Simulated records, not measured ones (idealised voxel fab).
process module | voxel capacitor over wiring
This is section cut - it's 280 nm across, gridded in 5 nm square cells.
Cross-sections here: square-cell grids, written as top-down lists of bands, a band being one or more rows of cells. A band entry consists of two parts. The first gives the height of the band's top and the height of its bottom, in nm. The rest lists the band's materials from left to right, each with its width in nm. A single material labelled with the word "everywhere" fills the band from edge to edge, and the word "empty" marks empty space. Heights are measured from 0, the level below which the as-received wafer is all one material; the lowest band has no bottom and continues downward, written as in "0..down". Width: "30 to 40" (first number = top row, second number = bottom row, same change from row to row of cells). Reading "no change" for a step: not a cell of the cross-section changed in it. Listed in "Non-vented voids": every empty space of 8 or more cells without an open way to the top. Form: width x height at distance, the distance being from the left edge, all in nm. On a step's line, text after the settings is the simulator commenting on that step. The optional step-line setting "overlay nm" applies to steps with a mask and quantifies how far to the right of its planned location the mask lay, a negative value indicating leftward placement.

Process steps (planned)
- 1: RECEIVE [material Si]
- 2: CONFORMAL_DEP [material SiO2] [thk nm 15]
- 3: CONFORMAL_DEP [material SiCN] [thk nm 5]
- 4: DIRECTIONAL_DEP [material lowk] [thk nm 25]
- 5: PATTERN [tone open] [mask id METAL_1] [material resist] [width nm 20] [pitch nm 90] [thk nm 15] [overlay nm 0]
- 6: DIRECTIONAL_ETCH [etch materials lowk] [depth nm 25]
- 7: DIRECTIONAL_ETCH [etch materials SiCN] [depth nm 5]
- 8: STRIP [etch materials resist]
- 9: CONFORMAL_DEP [material TiN] [thk nm 5]
- 10: FILL_DEP [material W] [thk nm 5]
- 11: CMP [height nm 45]
- 12: EPI [material Ru] [thk nm 5]
- 13: FILL_DEP [material SiCN] [thk nm 5]
- 14: DIRECTIONAL_DEP [material SiO2] [thk nm 20]
- 15: MASKED_ETCH [tone open] [mask id PLUG_1] [width nm 15] [etch materials SiO2] [depth nm 20] [overlay nm 0]
- 16: MASKED_ETCH [tone open] [mask id PLUG_1] [width nm 15] [etch materials SiCN] [depth nm 5] [overlay nm 0]
- 17: CONFORMAL_DEP [material TiN] [thk nm 5]
- 18: FILL_DEP [material W] [thk nm 10]
- 19: CMP [height nm 75]
- 20: DIRECTIONAL_DEP [material TiN] [thk nm 5]
- 21: DIRECTIONAL_DEP [material SiN] [thk nm 5]
- 22: DIRECTIONAL_DEP [material TiN] [thk nm 5]
- 23: MASKED_ETCH [tone cover] [mask id UPPER_PLATE] [width nm 75] [etch materials TiN] [depth nm 5] [overlay nm 0]
- 24: MASKED_ETCH [tone cover] [mask id UPPER_PLATE] [width nm 75] [etch materials SiN] [depth nm 5] [overlay nm 0]
- 25: MASKED_ETCH [tone cover] [mask id LOWER_PLATE] [width nm 85] [etch materials TiN] [depth nm 5] [overlay nm 0]
- 26: FILL_DEP [material SiO2] [thk nm 20]
- 27: CMP [height nm 95]
- 28: PATTERN [tone open] [mask id PLUG_2] [material resist] [width nm 15] [thk nm 15] [overlay nm 0]
- 29: DIRECTIONAL_ETCH [etch materials SiO2] [depth nm 15]
- 30: STRIP [etch materials resist]
- 31: CONFORMAL_DEP [material TiN] [thk nm 5]
- 32: FILL_DEP [material W] [thk nm 10]
- 33: CMP [height nm 105]
- 34: CONFORMAL_DEP [material SiN] [thk nm 5]
The wafers are alike at the start. At step 27, their height nm differs. The plan lists the first wafer's value.

Cross-section of the first of several wafers as received (after step 1)
- 0..down: Si everywhere
- Non-vented voids: none

Shown in cross-section: the first of several wafers at the end of the module, after its last step, step 34
- 110..105: SiN everywhere
- 105..100: W everywhere
- 100..95: TiN=105 | W=5 | TiN=170
- 95..85: SiO2=100 to 90 | TiN=15 to 75 | SiO2=165 to 115
- 85..80: SiO2=90 | SiN=75 | SiO2=115
- 80..75: SiO2=85 | TiN=85 | SiO2=110
- 75..55: SiO2=90 | TiN=5 | W=5 | TiN=5 | SiO2=175
- 55..50: SiCN=90 | TiN=15 | SiCN=175
- 50..45: SiCN=80 | Ru=30 | SiCN=60 | Ru=30 | SiCN=80
- 45..20: lowk=85 | TiN=5 | W=10 | TiN=5 | lowk=70 | TiN=5 | W=10 | TiN=5 | lowk=85
- 20..15: SiCN=85 | TiN=20 | SiCN=70 | TiN=20 | SiCN=85
- 15..0: SiO2 everywhere
- 0..down: Si everywhere
- Non-vented voids: none

The final wafer, sectioned at module end
- 110..105: SiN everywhere
- 105..100: SiO2=100 | TiN=5 | W=5 | TiN=5 | SiO2=165
- 100..95: SiO2=100 | TiN=15 | SiO2=165
- 95..90: SiO2 everywhere
- 90..85: SiO2=90 | TiN=75 | SiO2=115
- 85..80: SiO2=90 | SiN=75 | SiO2=115
- 80..75: SiO2=85 | TiN=85 | SiO2=110
- 75..55: SiO2=90 | TiN=5 | W=5 | TiN=5 | SiO2=175
- 55..50: SiCN=90 | TiN=15 | SiCN=175
- 50..45: SiCN=80 | Ru=30 | SiCN=60 | Ru=30 | SiCN=80
- 45..20: lowk=85 | TiN=5 | W=10 | TiN=5 | lowk=70 | TiN=5 | W=10 | TiN=5 | lowk=85
- 20..15: SiCN=85 | TiN=20 | SiCN=70 | TiN=20 | SiCN=85
- 15..0: SiO2 everywhere
- 0..down: Si everywhere
- Non-vented voids: none

Each wafer at the end: cells of each material gained (+) or lost (-) since it was received, then its closed voids
height nm 95; +12 Ru; +145 SiCN; +71 SiN; +554 SiO2; +129 TiN; +81 W; +240 lowk; Non-vented voids: none
height nm 100; +12 Ru; +145 SiCN; +71 SiN; +607 SiO2; +131 TiN; +26 W; +240 lowk; Non-vented voids: none
height nm 105; +12 Ru; +145 SiCN; +71 SiN; +660 SiO2; +78 TiN; +26 W; +240 lowk; Non-vented voids: none
height nm 110; +12 Ru; +145 SiCN; +71 SiN; +663 SiO2; +76 TiN; +25 W; +240 lowk; Non-vented voids: none
